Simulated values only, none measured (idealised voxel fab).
This section sets out a process module, namely voxel capacitor over wiring.
Section cut is 280 nm wide and gridded with 5 nm square cells.
In what follows, cross-sections appear as grids of square cells, described through bands that run from the top down, where every band is one or more rows of cells.
Per band: top height and bottom height in nm, followed by the left-to-right materials and their widths in nm; "edge to edge" marks a single material spanning edge to edge, "empty" marks empty space.
Height 0 is the level under which the wafer as received is all one material. The lowest band goes on downwards, as in "0 nm and below".
Quick explanation for "30->40": the width changes in equal steps down the rows of cells, from the first number in the band's top row to the second number in its bottom row.
Reading "no alterations made" for a step: not a cell of the cross-section changed in it.
Closed-off voids of 8+ cells (no open route to the top) go in "Voids, fully enclosed", written width x height at distance from the left edge, in nm.
Note: text after step settings on the step line = simulator remark on that step.
A step line may carry the setting "overlay nm", which, for steps involving a mask, states the distance by which the mask lay to the right of its intended position; negative values denote displacement to the left.
Pairs, read this way: before one process step on the one hand, after it on the other, the after cross-section ending at the lowest band that changed; the step between, settings included, beneath. Same starting wafer throughout, but possibly different runs of this module, so no pair continues from the pair above unless its entry headed "Prior to step" says so.
# Prior to step
  0 nm and below  Si edge to edge
  Voids, fully enclosed: none
# Resulting Cross-Section
  15 nm to 0 nm  SiO2 edge to edge
  All layers under 0 are left as they were.
  Voids, fully enclosed: none
Step, pre vs post cross-sections above: CONFORMAL_DEP with material SiO2, thk nm 15
Prior to step: the wafer arrives at this step looking as the after cross-section in the pair just above shows it.
# Resulting Cross-Section
  20 nm to 15 nm  SiN edge to edge
  All layers under 15 are left as they were.
  Voids, fully enclosed: none
Step, pre vs post cross-sections above: CONFORMAL_DEP with material SiN, thk nm 5
Prior to step: the wafer arrives at this step looking as the after cross-section in the pair just above shows it.
# Resulting Cross-Section
  40 nm to 20 nm  lowk edge to edge
  All layers under 20 are left as they were.
  Voids, fully enclosed: none
Step, pre vs post cross-sections above: DIRECTIONAL_DEP with material lowk, thk nm 20
Prior to step: the wafer arrives at this step looking as the after cross-section in the pair just above shows it.
# Resulting Cross-Section
  55 nm to 40 nm  resist 85; empty 30; resist 50; empty 30; resist 85
  All layers under 40 are left as they were.
  Voids, fully enclosed: none
Step, pre vs post cross-sections above: PATTERN with tone open, mask id METAL_1, material resist, width nm 30, pitch nm 80, thk nm 15, overlay nm 0
Prior to step: the wafer arrives at this step looking as the after cross-section in the pair just above shows it.
# Resulting Cross-Section
  55 nm to 40 nm  resist 85; empty 30; resist 50; empty 30; resist 85
  40 nm to 20 nm  lowk 85; empty 30; lowk 50; empty 30; lowk 85
  All layers under 20 are left as they were.
  Voids, fully enclosed: none
Step, pre vs post cross-sections above: DIRECTIONAL_ETCH with etch materials lowk, depth nm 20
Prior to step: the wafer arrives at this step looking as the after cross-section in the pair just above shows it.
# Resulting Cross-Section
  55 nm to 40 nm  resist 85; empty 30; resist 50; empty 30; resist 85
  40 nm to 20 nm  lowk 85; empty 30; lowk 50; empty 30; lowk 85
  20 nm to 15 nm  SiN 85; empty 30; SiN 50; empty 30; SiN 85
  All layers under 15 are left as they were.
  Voids, fully enclosed: none
Step, pre vs post cross-sections above: DIRECTIONAL_ETCH with etch materials SiN, depth nm 5
Prior to step: the wafer arrives at this step looking as the after cross-section in the pair just above shows it.
# Resulting Cross-Section
  40 nm to 20 nm  lowk 85; empty 30; lowk 50; empty 30; lowk 85
  All layers under 20 are left as they were.
  Voids, fully enclosed: none
Step, pre vs post cross-sections above: STRIP with etch materials resist
Prior to step: the wafer arrives at this step looking as the after cross-section in the pair just above shows it.
# Resulting Cross-Section
  45 nm to 40 nm  TiN 90; empty 20; TiN 60; empty 20; TiN 90
  40 nm to 20 nm  lowk 85; TiN 5; empty 20; TiN 5; lowk 50; TiN 5; empty 20; TiN 5; lowk 85
  20 nm to 15 nm  SiN 85; TiN 30; SiN 50; TiN 30; SiN 85
  All layers under 15 are left as they were.
  Voids, fully enclosed: none
Step, pre vs post cross-sections above: CONFORMAL_DEP with material TiN, thk nm 5
Prior to step: the wafer arrives at this step looking as the after cross-section in the pair just above shows it.
# Resulting Cross-Section
  50 nm to 45 nm  W edge to edge
  45 nm to 40 nm  TiN 90; W 20; TiN 60; W 20; TiN 90
  40 nm to 20 nm  lowk 85; TiN 5; W 20; TiN 5; lowk 50; TiN 5; W 20; TiN 5; lowk 85
  All layers under 20 are left as they were.
  Voids, fully enclosed: none
Step, pre vs post cross-sections above: FILL_DEP with material W, thk nm 5
Prior to step: the wafer arrives at this step looking as the after cross-section in the pair just above shows it.
# Resulting Cross-Section
  40 nm to 20 nm  lowk 85; TiN 5; W 20; TiN 5; lowk 50; TiN 5; W 20; TiN 5; lowk 85
  All layers under 20 are left as they were.
  Voids, fully enclosed: none
Step, pre vs post cross-sections above: CMP with height nm 40
Prior to step: the wafer arrives at this step looking as the after cross-section in the pair just above shows it.
# Resulting Cross-Section
  45 nm to 40 nm  SiCN edge to edge
  All layers under 40 are left as they were.
  Voids, fully enclosed: none
Step, pre vs post cross-sections above: CONFORMAL_DEP with material SiCN, thk nm 5
Prior to step: the wafer arrives at this step looking as the after cross-section in the pair just above shows it.
# Resulting Cross-Section
  55 nm to 45 nm  SiO2 edge to edge
  All layers under 45 are left as they were.
  Voids, fully enclosed: none
Step, pre vs post cross-sections above: DIRECTIONAL_DEP with material SiO2, thk nm 10
Prior to step: the wafer arrives at this step looking as the after cross-section in the pair just above shows it.
# Resulting Cross-Section
  65 nm to 55 nm  aC edge to edge
  All layers under 55 are left as they were.
  Voids, fully enclosed: none
Step, pre vs post cross-sections above: DIRECTIONAL_DEP with material aC, thk nm 10
Prior to step: the wafer arrives at this step looking as the after cross-section in the pair just above shows it.
# Resulting Cross-Section
  95 nm to 65 nm  resist 100; empty 15; resist 165
  All layers under 65 are left as they were.
  Voids, fully enclosed: none
Step, pre vs post cross-sections above: PATTERN with tone open, mask id PLUG_1, material resist, width nm 15, thk nm 30, overlay nm 0
Prior to step: the wafer arrives at this step looking as the after cross-section in the pair just above shows it.
# Resulting Cross-Section
  85 nm to 65 nm  resist 100; empty 15; resist 165
  65 nm to 55 nm  aC 100; empty 15; aC 165
  All layers under 55 are left as they were.
  Voids, fully enclosed: none
Step, pre vs post cross-sections above: DIRECTIONAL_ETCH with etch materials aC, depth nm 10
Prior to step: the wafer arrives at this step looking as the after cross-section in the pair just above shows it.
# Resulting Cross-Section
  65 nm to 55 nm  aC 100; empty 15; aC 165
  All layers under 55 are left as they were.
  Voids, fully enclosed: none
Step, pre vs post cross-sections above: STRIP with etch materials resist
Prior to step: the wafer arrives at this step looking as the after cross-section in the pair just above shows it.
# Resulting Cross-Section
  65 nm to 55 nm  aC 100; empty 15; aC 165
  55 nm to 45 nm  SiO2 100; empty 15; SiO2 165
  All layers under 45 are left as they were.
  Voids, fully enclosed: none
Step, pre vs post cross-sections above: DIRECTIONAL_ETCH with etch materials SiO2, depth nm 10
Prior to step: the wafer arrives at this step looking as the after cross-section in the pair just above shows it.
# Resulting Cross-Section
  65 nm to 55 nm  aC 100; empty 15; aC 165
  55 nm to 45 nm  SiO2 100; empty 15; SiO2 165
  45 nm to 40 nm  SiCN 100; empty 15; SiCN 165
  All layers under 40 are left as they were.
  Voids, fully enclosed: none
Step, pre vs post cross-sections above: DIRECTIONAL_ETCH with etch materials SiCN, depth nm 5
Prior to step: the wafer arrives at this step looking as the after cross-section in the pair just above shows it.
# Resulting Cross-Section
  55 nm to 45 nm  SiO2 100; empty 15; SiO2 165
  All layers under 45 are left as they were.
  Voids, fully enclosed: none
Step, pre vs post cross-sections above: STRIP with etch materials aC
Prior to step: the wafer arrives at this step looking as the after cross-section in the pair just above shows it.
# Resulting Cross-Section
  60 nm to 55 nm  TiN 105; empty 5; TiN 170
  55 nm to 45 nm  SiO2 100; TiN 5; empty 5; TiN 5; SiO2 165
  45 nm to 40 nm  SiCN 100; TiN 15; SiCN 165
  All layers under 40 are left as they were.
  Voids, fully enclosed: none
Step, pre vs post cross-sections above: CONFORMAL_DEP with material TiN, thk nm 5
Prior to step: the wafer arrives at this step looking as the after cross-section in the pair just above shows it.
# Resulting Cross-Section
  65 nm to 60 nm  Ru edge to edge
  60 nm to 55 nm  TiN 105; Ru 5; TiN 170
  55 nm to 45 nm  SiO2 100; TiN 5; Ru 5; TiN 5; SiO2 165
  All layers under 45 are left as they were.
  Voids, fully enclosed: none
Step, pre vs post cross-sections above: FILL_DEP with material Ru, thk nm 5
Prior to step: the wafer arrives at this step looking as the after cross-section in the pair just above shows it.
# Resulting Cross-Section
  55 nm to 45 nm  SiO2 100; TiN 5; Ru 5; TiN 5; SiO2 165
  All layers under 45 are left as they were.
  Voids, fully enclosed: none
Step, pre vs post cross-sections above: CMP with height nm 55
Prior to step: the wafer arrives at this step looking as the after cross-section in the pair just above shows it.
# Resulting Cross-Section
  65 nm to 55 nm  TiN edge to edge
  All layers under 55 are left as they were.
  Voids, fully enclosed: none
Step, pre vs post cross-sections above: DIRECTIONAL_DEP with material TiN, thk nm 10
Prior to step: the wafer arrives at this step looking as the after cross-section in the pair just above shows it.
# Resulting Cross-Section
  70 nm to 65 nm  Al2O3 edge to edge
  All layers under 65 are left as they were.
  Voids, fully enclosed: none
Step, pre vs post cross-sections above: DIRECTIONAL_DEP with material Al2O3, thk nm 5
Prior to step: the wafer arrives at this step looking as the after cross-section in the pair just above shows it.
# Resulting Cross-Section
  75 nm to 70 nm  TiN edge to edge
  All layers under 70 are left as they were.
  Voids, fully enclosed: none
Step, pre vs post cross-sections above: DIRECTIONAL_DEP with material TiN, thk nm 5
Prior to step: the wafer arrives at this step looking as the after cross-section in the pair just above shows it.
# Resulting Cross-Section
  75 nm to 70 nm  empty 100; TiN 55; empty 125
  All layers under 70 are left as they were.
  Voids, fully enclosed: none
Step, pre vs post cross-sections above: MASKED_ETCH with tone cover, mask id UPPER_PLATE, width nm 55, etch materials TiN, depth nm 5, overlay nm 0
Prior to step: the wafer arrives at this step looking as the after cross-section in the pair just above shows it.
# Resulting Cross-Section
  75 nm to 70 nm  empty 100; TiN 55; empty 125
  70 nm to 65 nm  empty 100; Al2O3 55; empty 125
  All layers under 65 are left as they were.
  Voids, fully enclosed: none
Step, pre vs post cross-sections above: MASKED_ETCH with tone cover, mask id UPPER_PLATE, width nm 55, etch materials Al2O3, depth nm 5, overlay nm 0
Prior to step: the wafer arrives at this step looking as the after cross-section in the pair just above shows it.
# Resulting Cross-Section
  90 nm to 75 nm  empty 95; resist 65; empty 120
  75 nm to 70 nm  empty 95; resist 5; TiN 55; resist 5; empty 120
  70 nm to 65 nm  empty 95; resist 5; Al2O3 55; resist 5; empty 120
  All layers under 65 are left as they were.
  Voids, fully enclosed: none
Step, pre vs post cross-sections above: PATTERN with tone cover, mask id LOWER_PLATE, material resist, width nm 65, thk nm 15, overlay nm 0
Prior to step: the wafer arrives at this step looking as the after cross-section in the pair just above shows it.
# Resulting Cross-Section
  90 nm to 75 nm  empty 95; resist 65; empty 120
  75 nm to 70 nm  empty 95; resist 5; TiN 55; resist 5; empty 120
  70 nm to 65 nm  empty 95; resist 5; Al2O3 55; resist 5; empty 120
  65 nm to 55 nm  empty 95; TiN 65; empty 120
  All layers under 55 are left as they were.
  Voids, fully enclosed: none
Step, pre vs post cross-sections above: DIRECTIONAL_ETCH with etch materials TiN, depth nm 10
Prior to step: the wafer arrives at this step looking as the after cross-section in the pair just above shows it.
# Resulting Cross-Section
  75 nm to 70 nm  empty 100; TiN 55; empty 125
  70 nm to 65 nm  empty 100; Al2O3 55; empty 125
  All layers under 65 are left as they were.
  Voids, fully enclosed: none
Step, pre vs post cross-sections above: STRIP with etch materials resist
Prior to step: the wafer arrives at this step looking as the after cross-section in the pair just above shows it.
# Resulting Cross-Section
  90 nm to 75 nm  SiO2 edge to edge
  75 nm to 70 nm  SiO2 100; TiN 55; SiO2 125
  70 nm to 65 nm  SiO2 100; Al2O3 55; SiO2 125
  65 nm to 55 nm  SiO2 95; TiN 65; SiO2 120
  All layers under 55 are left as they were.
  Voids, fully enclosed: none
Step, pre vs post cross-sections above: FILL_DEP with material SiO2, thk nm 15
Prior to step: the wafer arrives at this step looking as the after cross-section in the pair just above shows it.
# Resulting Cross-Section
  85 nm to 75 nm  SiO2 edge to edge
  All layers under 75 are left as they were.
  Voids, fully enclosed: none
Step, pre vs post cross-sections above: CMP with height nm 85
Prior to step: the wafer arrives at this step looking as the after cross-section in the pair just above shows it.
# Resulting Cross-Section
  100 nm to 85 nm  resist 110; empty 15; resist 155
  All layers under 85 are left as they were.
  Voids, fully enclosed: none
Step, pre vs post cross-sections above: PATTERN with tone open, mask id PLUG_2, material resist, width nm 15, thk nm 15, overlay nm 0
Prior to step: the wafer arrives at this step looking as the after cross-section in the pair just above shows it.
# Resulting Cross-Section
  100 nm to 85 nm  resist 110; empty 15; resist 155
  85 nm to 75 nm  SiO2 110; empty 15; SiO2 155
  All layers under 75 are left as they were.
  Voids, fully enclosed: none
Step, pre vs post cross-sections above: DIRECTIONAL_ETCH with etch materials SiO2, depth nm 10
Prior to step: the wafer arrives at this step looking as the after cross-section in the pair just above shows it.
# Resulting Cross-Section
  85 nm to 75 nm  SiO2 110; empty 15; SiO2 155
  All layers under 75 are left as they were.
  Voids, fully enclosed: none
Step, pre vs post cross-sections above: STRIP with etch materials resist
Prior to step: the wafer arrives at this step looking as the after cross-section in the pair just above shows it.
# Resulting Cross-Section
  90 nm to 85 nm  TiN 115; empty 5; TiN 160
  85 nm to 80 nm  SiO2 110; TiN 5; empty 5; TiN 5; SiO2 155
  80 nm to 70 nm  SiO2 110->100; TiN 15->55; SiO2 155->125
  All layers under 70 are left as they were.
  Voids, fully enclosed: none
Step, pre vs post cross-sections above: CONFORMAL_DEP with material TiN, thk nm 5
Prior to step: the wafer arrives at this step looking as the after cross-section in the pair just above shows it.
# Resulting Cross-Section
  95 nm to 90 nm  Cu edge to edge
  90 nm to 85 nm  TiN 115; Cu 5; TiN 160
  85 nm to 80 nm  SiO2 110; TiN 5; Cu 5; TiN 5; SiO2 155
  All layers under 80 are left as they were.
  Voids, fully enclosed: none
Step, pre vs post cross-sections above: FILL_DEP with material Cu, thk nm 5
Prior to step: the wafer arrives at this step looking as the after cross-section in the pair just above shows it.
# Resulting Cross-Section
  85 nm to 80 nm  SiO2 110; TiN 5; Cu 5; TiN 5; SiO2 155
  All layers under 80 are left as they were.
  Voids, fully enclosed: none
Step, pre vs post cross-sections above: CMP with height nm 85
Prior to step: the wafer arrives at this step looking as the after cross-section in the pair just above shows it.
# Resulting Cross-Section
  90 nm to 85 nm  SiCN edge to edge
  All layers under 85 are left as they were.
  Voids, fully enclosed: none
Step, pre vs post cross-sections above: CONFORMAL_DEP with material SiCN, thk nm 5
# Prior to step
  65 nm to 55 nm  TiN edge to edge
  55 nm to 45 nm  SiO2 100; TiN 5; Ru 5; TiN 5; SiO2 165
  45 nm to 40 nm  SiCN 100; TiN 15; SiCN 165
  40 nm to 20 nm  lowk 85; TiN 5; W 20; TiN 5; lowk 50; TiN 5; W 20; TiN 5; lowk 85
  20 nm to 15 nm  SiN 85; TiN 30; SiN 50; TiN 30; SiN 85
  15 nm to 0 nm  SiO2 edge to edge
  0 nm and below  Si edge to edge
  Voids, fully enclosed: none
# Resulting Cross-Section
  70 nm to 55 nm  TiN edge to edge
  All layers under 55 are left as they were.
  Voids, fully enclosed: none
Step, pre vs post cross-sections above: DIRECTIONAL_DEP with material TiN, thk nm 5
Prior to step: the wafer arrives at this step looking as the after cross-section in the pair just above shows it.
# Resulting Cross-Section
  70 nm to 65 nm  empty 100; TiN 55; empty 125
  All layers under 65 are left as they were.
  Voids, fully enclosed: none
Step, pre vs post cross-sections above: MASKED_ETCH with tone cover, mask id UPPER_PLATE, width nm 55, etch materials TiN, depth nm 5, overlay nm 0
Prior to step: the wafer arrives at this step looking as the after cross-section in the pair just above shows it.
# Resulting Cross-Section
  85 nm to 70 nm  empty 95; resist 65; empty 120
  70 nm to 65 nm  empty 95; resist 5; TiN 55; resist 5; empty 120
  All layers under 65 are left as they were.
  Voids, fully enclosed: none
Step, pre vs post cross-sections above: PATTERN with tone cover, mask id LOWER_PLATE, material resist, width nm 65, thk nm 15, overlay nm 0
Prior to step: the wafer arrives at this step looking as the after cross-section in the pair just above shows it.
# Resulting Cross-Section
  85 nm to 70 nm  empty 95; resist 65; empty 120
  70 nm to 65 nm  empty 95; resist 5; TiN 55; resist 5; empty 120
  65 nm to 55 nm  empty 95; TiN 65; empty 120
  All layers under 55 are left as they were.
  Voids, fully enclosed: none
Step, pre vs post cross-sections above: DIRECTIONAL_ETCH with etch materials TiN, depth nm 10
Prior to step: the wafer arrives at this step looking as the after cross-section in the pair just above shows it.
# Resulting Cross-Section
  70 nm to 65 nm  empty 100; TiN 55; empty 125
  All layers under 65 are left as they were.
  Voids, fully enclosed: none
Step, pre vs post cross-sections above: STRIP with etch materials resist
Prior to step: the wafer arrives at this step looking as the after cross-section in the pair just above shows it.
# Resulting Cross-Section
  85 nm to 70 nm  SiO2 edge to edge
  70 nm to 65 nm  SiO2 100; TiN 55; SiO2 125
  65 nm to 55 nm  SiO2 95; TiN 65; SiO2 120
  All layers under 55 are left as they were.
  Voids, fully enclosed: none
Step, pre vs post cross-sections above: FILL_DEP with material SiO2, thk nm 15
Prior to step: the wafer arrives at this step looking as the after cross-section in the pair just above shows it.
# Resulting Cross-Section
  100 nm to 85 nm  resist 110; empty 15; resist 155
  All layers under 85 are left as they were.
  Voids, fully enclosed: none
Step, pre vs post cross-sections above: PATTERN with tone open, mask id PLUG_2, material resist, width nm 15, thk nm 15, overlay nm 0
Prior to step: the wafer arrives at this step looking as the after cross-section in the pair just above shows it.
# Resulting Cross-Section
  100 nm to 85 nm  resist 110; empty 15; resist 155
  85 nm to 75 nm  SiO2 110; empty 15; SiO2 155
  All layers under 75 are left as they were.
  Voids, fully enclosed: none
Step, pre vs post cross-sections above: DIRECTIONAL_ETCH with etch materials SiO2, depth nm 10
Prior to step: the wafer arrives at this step looking as the after cross-section in the pair just above shows it.
# Resulting Cross-Section
  85 nm to 75 nm  SiO2 110; empty 15; SiO2 155
  All layers under 75 are left as they were.
  Voids, fully enclosed: none
Step, pre vs post cross-sections above: STRIP with etch materials resist
Prior to step: the wafer arrives at this step looking as the after cross-section in the pair just above shows it.
# Resulting Cross-Section
  90 nm to 85 nm  TiN 115; empty 5; TiN 160
  85 nm to 80 nm  SiO2 110; TiN 5; empty 5; TiN 5; SiO2 155
  80 nm to 75 nm  SiO2 110; TiN 15; SiO2 155
  All layers under 75 are left as they were.
  Voids, fully enclosed: none
Step, pre vs post cross-sections above: CONFORMAL_DEP with material TiN, thk nm 5
Prior to step: the wafer arrives at this step looking as the after cross-section in the pair just above shows it.
# Resulting Cross-Section
  95 nm to 90 nm  Cu edge to edge
  90 nm to 85 nm  TiN 115; Cu 5; TiN 160
  85 nm to 80 nm  SiO2 110; TiN 5; Cu 5; TiN 5; SiO2 155
  All layers under 80 are left as they were.
  Voids, fully enclosed: none
Step, pre vs post cross-sections above: FILL_DEP with material Cu, thk nm 5
Prior to step: the wafer arrives at this step looking as the after cross-section in the pair just above shows it.
# Resulting Cross-Section
  85 nm to 80 nm  SiO2 110; TiN 5; Cu 5; TiN 5; SiO2 155
  All layers under 80 are left as they were.
  Voids, fully enclosed: none
Step, pre vs post cross-sections above: CMP with height nm 85
Prior to step: the wafer arrives at this step looking as the after cross-section in the pair just above shows it.
# Resulting Cross-Section
  90 nm to 85 nm  SiCN edge to edge
  All layers under 85 are left as they were.
  Voids, fully enclosed: none
Step, pre vs post cross-sections above: CONFORMAL_DEP with material SiCN, thk nm 5
# Prior to step
  15 nm to 0 nm  SiO2 edge to edge
  0 nm and below  Si edge to edge
  Voids, fully enclosed: none
# Resulting Cross-Section
  30 nm to 0 nm  SiO2 edge to edge
  All layers under 0 are left as they were.
  Voids, fully enclosed: none
Step, pre vs post cross-sections above: CONFORMAL_DEP with material SiO2, thk nm 15
Prior to step: the wafer arrives at this step looking as the after cross-section in the pair just above shows it.
# Resulting Cross-Section
  35 nm to 30 nm  SiN edge to edge
  All layers under 30 are left as they were.
  Voids, fully enclosed: none
Step, pre vs post cross-sections above: CONFORMAL_DEP with material SiN, thk nm 5
Prior to step: the wafer arrives at this step looking as the after cross-section in the pair just above shows it.
# Resulting Cross-Section
  55 nm to 35 nm  lowk edge to edge
  All layers under 35 are left as they were.
  Voids, fully enclosed: none
Step, pre vs post cross-sections above: DIRECTIONAL_DEP with material lowk, thk nm 20
Prior to step: the wafer arrives at this step looking as the after cross-section in the pair just above shows it.
# Resulting Cross-Section
  70 nm to 55 nm  resist 85; empty 30; resist 50; empty 30; resist 85
  All layers under 55 are left as they were.
  Voids, fully enclosed: none
Step, pre vs post cross-sections above: PATTERN with tone open, mask id METAL_1, material resist, width nm 30, pitch nm 80, thk nm 15, overlay nm 0
Prior to step: the wafer arrives at this step looking as the after cross-section in the pair just above shows it.
# Resulting Cross-Section
  70 nm to 55 nm  resist 85; empty 30; resist 50; empty 30; resist 85
  55 nm to 35 nm  lowk 85; empty 30; lowk 50; empty 30; lowk 85
  All layers under 35 are left as they were.
  Voids, fully enclosed: none
Step, pre vs post cross-sections above: DIRECTIONAL_ETCH with etch materials lowk, depth nm 20
Prior to step: the wafer arrives at this step looking as the after cross-section in the pair just above shows it.
# Resulting Cross-Section
  70 nm to 55 nm  resist 85; empty 30; resist 50; empty 30; resist 85
  55 nm to 35 nm  lowk 85; empty 30; lowk 50; empty 30; lowk 85
  35 nm to 30 nm  SiN 85; empty 30; SiN 50; empty 30; SiN 85
  All layers under 30 are left as they were.
  Voids, fully enclosed: none
Step, pre vs post cross-sections above: DIRECTIONAL_ETCH with etch materials SiN, depth nm 5
Prior to step: the wafer arrives at this step looking as the after cross-section in the pair just above shows it.
# Resulting Cross-Section
  55 nm to 35 nm  lowk 85; empty 30; lowk 50; empty 30; lowk 85
  All layers under 35 are left as they were.
  Voids, fully enclosed: none
Step, pre vs post cross-sections above: STRIP with etch materials resist
Prior to step: the wafer arrives at this step looking as the after cross-section in the pair just above shows it.
# Resulting Cross-Section
  60 nm to 55 nm  TiN 90; empty 20; TiN 60; empty 20; TiN 90
  55 nm to 35 nm  lowk 85; TiN 5; empty 20; TiN 5; lowk 50; TiN 5; empty 20; TiN 5; lowk 85
  35 nm to 30 nm  SiN 85; TiN 30; SiN 50; TiN 30; SiN 85
  All layers under 30 are left as they were.
  Voids, fully enclosed: none
Step, pre vs post cross-sections above: CONFORMAL_DEP with material TiN, thk nm 5
Prior to step: the wafer arrives at this step looking as the after cross-section in the pair just above shows it.
# Resulting Cross-Section
  65 nm to 60 nm  W edge to edge
  60 nm to 55 nm  TiN 90; W 20; TiN 60; W 20; TiN 90
  55 nm to 35 nm  lowk 85; TiN 5; W 20; TiN 5; lowk 50; TiN 5; W 20; TiN 5; lowk 85
  All layers under 35 are left as they were.
  Voids, fully enclosed: none
Step, pre vs post cross-sections above: FILL_DEP with material W, thk nm 5
Prior to step: the wafer arrives at this step looking as the after cross-section in the pair just above shows it.
# Resulting Cross-Section
  40 nm to 35 nm  lowk 85; TiN 5; W 20; TiN 5; lowk 50; TiN 5; W 20; TiN 5; lowk 85
  All layers under 35 are left as they were.
  Voids, fully enclosed: none
Step, pre vs post cross-sections above: CMP with height nm 40
Prior to step: the wafer arrives at this step looking as the after cross-section in the pair just above shows it.
# Resulting Cross-Section
  45 nm to 40 nm  SiCN edge to edge
  All layers under 40 are left as they were.
  Voids, fully enclosed: none
Step, pre vs post cross-sections above: CONFORMAL_DEP with material SiCN, thk nm 5
Prior to step: the wafer arrives at this step looking as the after cross-section in the pair just above shows it.
# Resulting Cross-Section
  55 nm to 45 nm  SiO2 edge to edge
  All layers under 45 are left as they were.
  Voids, fully enclosed: none
Step, pre vs post cross-sections above: DIRECTIONAL_DEP with material SiO2, thk nm 10
Prior to step: the wafer arrives at this step looking as the after cross-section in the pair just above shows it.
# Resulting Cross-Section
  65 nm to 55 nm  aC edge to edge
  All layers under 55 are left as they were.
  Voids, fully enclosed: none
Step, pre vs post cross-sections above: DIRECTIONAL_DEP with material aC, thk nm 10
Prior to step: the wafer arrives at this step looking as the after cross-section in the pair just above shows it.
# Resulting Cross-Section
  95 nm to 65 nm  resist 100; empty 15; resist 165
  All layers under 65 are left as they were.
  Voids, fully enclosed: none
Step, pre vs post cross-sections above: PATTERN with tone open, mask id PLUG_1, material resist, width nm 15, thk nm 30, overlay nm 0
Prior to step: the wafer arrives at this step looking as the after cross-section in the pair just above shows it.
# Resulting Cross-Section
  85 nm to 65 nm  resist 100; empty 15; resist 165
  65 nm to 55 nm  aC 100; empty 15; aC 165
  All layers under 55 are left as they were.
  Voids, fully enclosed: none
Step, pre vs post cross-sections above: DIRECTIONAL_ETCH with etch materials aC, depth nm 10
Prior to step: the wafer arrives at this step looking as the after cross-section in the pair just above shows it.
# Resulting Cross-Section
  65 nm to 55 nm  aC 100; empty 15; aC 165
  All layers under 55 are left as they were.
  Voids, fully enclosed: none
Step, pre vs post cross-sections above: STRIP with etch materials resist
Prior to step: the wafer arrives at this step looking as the after cross-section in the pair just above shows it.
# Resulting Cross-Section
  65 nm to 55 nm  aC 100; empty 15; aC 165
  55 nm to 45 nm  SiO2 100; empty 15; SiO2 165
  All layers under 45 are left as they were.
  Voids, fully enclosed: none
Step, pre vs post cross-sections above: DIRECTIONAL_ETCH with etch materials SiO2, depth nm 10
Prior to step: the wafer arrives at this step looking as the after cross-section in the pair just above shows it.
# Resulting Cross-Section
  65 nm to 55 nm  aC 100; empty 15; aC 165
  55 nm to 45 nm  SiO2 100; empty 15; SiO2 165
  45 nm to 40 nm  SiCN 100; empty 15; SiCN 165
  All layers under 40 are left as they were.
  Voids, fully enclosed: none
Step, pre vs post cross-sections above: DIRECTIONAL_ETCH with etch materials SiCN, depth nm 5
Prior to step: the wafer arrives at this step looking as the after cross-section in the pair just above shows it.
# Resulting Cross-Section
  55 nm to 45 nm  SiO2 100; empty 15; SiO2 165
  All layers under 45 are left as they were.
  Voids, fully enclosed: none
Step, pre vs post cross-sections above: STRIP with etch materials aC
Prior to step: the wafer arrives at this step looking as the after cross-section in the pair just above shows it.
# Resulting Cross-Section
  60 nm to 55 nm  TiN 105; empty 5; TiN 170
  55 nm to 45 nm  SiO2 100; TiN 5; empty 5; TiN 5; SiO2 165
  45 nm to 40 nm  SiCN 100; TiN 15; SiCN 165
  All layers under 40 are left as they were.
  Voids, fully enclosed: none
Step, pre vs post cross-sections above: CONFORMAL_DEP with material TiN, thk nm 5
Prior to step: the wafer arrives at this step looking as the after cross-section in the pair just above shows it.
# Resulting Cross-Section
  65 nm to 60 nm  Ru edge to edge
  60 nm to 55 nm  TiN 105; Ru 5; TiN 170
  55 nm to 45 nm  SiO2 100; TiN 5; Ru 5; TiN 5; SiO2 165
  All layers under 45 are left as they were.
  Voids, fully enclosed: none
Step, pre vs post cross-sections above: FILL_DEP with material Ru, thk nm 5
Prior to step: the wafer arrives at this step looking as the after cross-section in the pair just above shows it.
# Resulting Cross-Section
  55 nm to 45 nm  SiO2 100; TiN 5; Ru 5; TiN 5; SiO2 165
  All layers under 45 are left as they were.
  Voids, fully enclosed: none
Step, pre vs post cross-sections above: CMP with height nm 55
Prior to step: the wafer arrives at this step looking as the after cross-section in the pair just above shows it.
# Resulting Cross-Section
  65 nm to 55 nm  TiN edge to edge
  All layers under 55 are left as they were.
  Voids, fully enclosed: none
Step, pre vs post cross-sections above: DIRECTIONAL_DEP with material TiN, thk nm 10
Prior to step: the wafer arrives at this step looking as the after cross-section in the pair just above shows it.
# Resulting Cross-Section
  70 nm to 65 nm  Al2O3 edge to edge
  All layers under 65 are left as they were.
  Voids, fully enclosed: none
Step, pre vs post cross-sections above: DIRECTIONAL_DEP with material Al2O3, thk nm 5
Prior to step: the wafer arrives at this step looking as the after cross-section in the pair just above shows it.
# Resulting Cross-Section
  75 nm to 70 nm  TiN edge to edge
  All layers under 70 are left as they were.
  Voids, fully enclosed: none
Step, pre vs post cross-sections above: DIRECTIONAL_DEP with material TiN, thk nm 5
Prior to step: the wafer arrives at this step looking as the after cross-section in the pair just above shows it.
# Resulting Cross-Section
  75 nm to 70 nm  empty 100; TiN 55; empty 125
  All layers under 70 are left as they were.
  Voids, fully enclosed: none
Step, pre vs post cross-sections above: MASKED_ETCH with tone cover, mask id UPPER_PLATE, width nm 55, etch materials TiN, depth nm 5, overlay nm 0
Prior to step: the wafer arrives at this step looking as the after cross-section in the pair just above shows it.
# Resulting Cross-Section
  75 nm to 70 nm  empty 100; TiN 55; empty 125
  70 nm to 65 nm  empty 100; Al2O3 55; empty 125
  All layers under 65 are left as they were.
  Voids, fully enclosed: none
Step, pre vs post cross-sections above: MASKED_ETCH with tone cover, mask id UPPER_PLATE, width nm 55, etch materials Al2O3, depth nm 5, overlay nm 0
Prior to step: the wafer arrives at this step looking as the after cross-section in the pair just above shows it.
# Resulting Cross-Section
  90 nm to 75 nm  empty 95; resist 65; empty 120
  75 nm to 70 nm  empty 95; resist 5; TiN 55; resist 5; empty 120
  70 nm to 65 nm  empty 95; resist 5; Al2O3 55; resist 5; empty 120
  All layers under 65 are left as they were.
  Voids, fully enclosed: none
Step, pre vs post cross-sections above: PATTERN with tone cover, mask id LOWER_PLATE, material resist, width nm 65, thk nm 15, overlay nm 0
Prior to step: the wafer arrives at this step looking as the after cross-section in the pair just above shows it.
# Resulting Cross-Section
  90 nm to 75 nm  empty 95; resist 65; empty 120
  75 nm to 70 nm  empty 95; resist 5; TiN 55; resist 5; empty 120
  70 nm to 65 nm  empty 95; resist 5; Al2O3 55; resist 5; empty 120
  65 nm to 55 nm  empty 95; TiN 65; empty 120
  All layers under 55 are left as they were.
  Voids, fully enclosed: none
Step, pre vs post cross-sections above: DIRECTIONAL_ETCH with etch materials TiN, depth nm 10
Prior to step: the wafer arrives at this step looking as the after cross-section in the pair just above shows it.
# Resulting Cross-Section
  75 nm to 70 nm  empty 100; TiN 55; empty 125
  70 nm to 65 nm  empty 100; Al2O3 55; empty 125
  All layers under 65 are left as they were.
  Voids, fully enclosed: none
Step, pre vs post cross-sections above: STRIP with etch materials resist
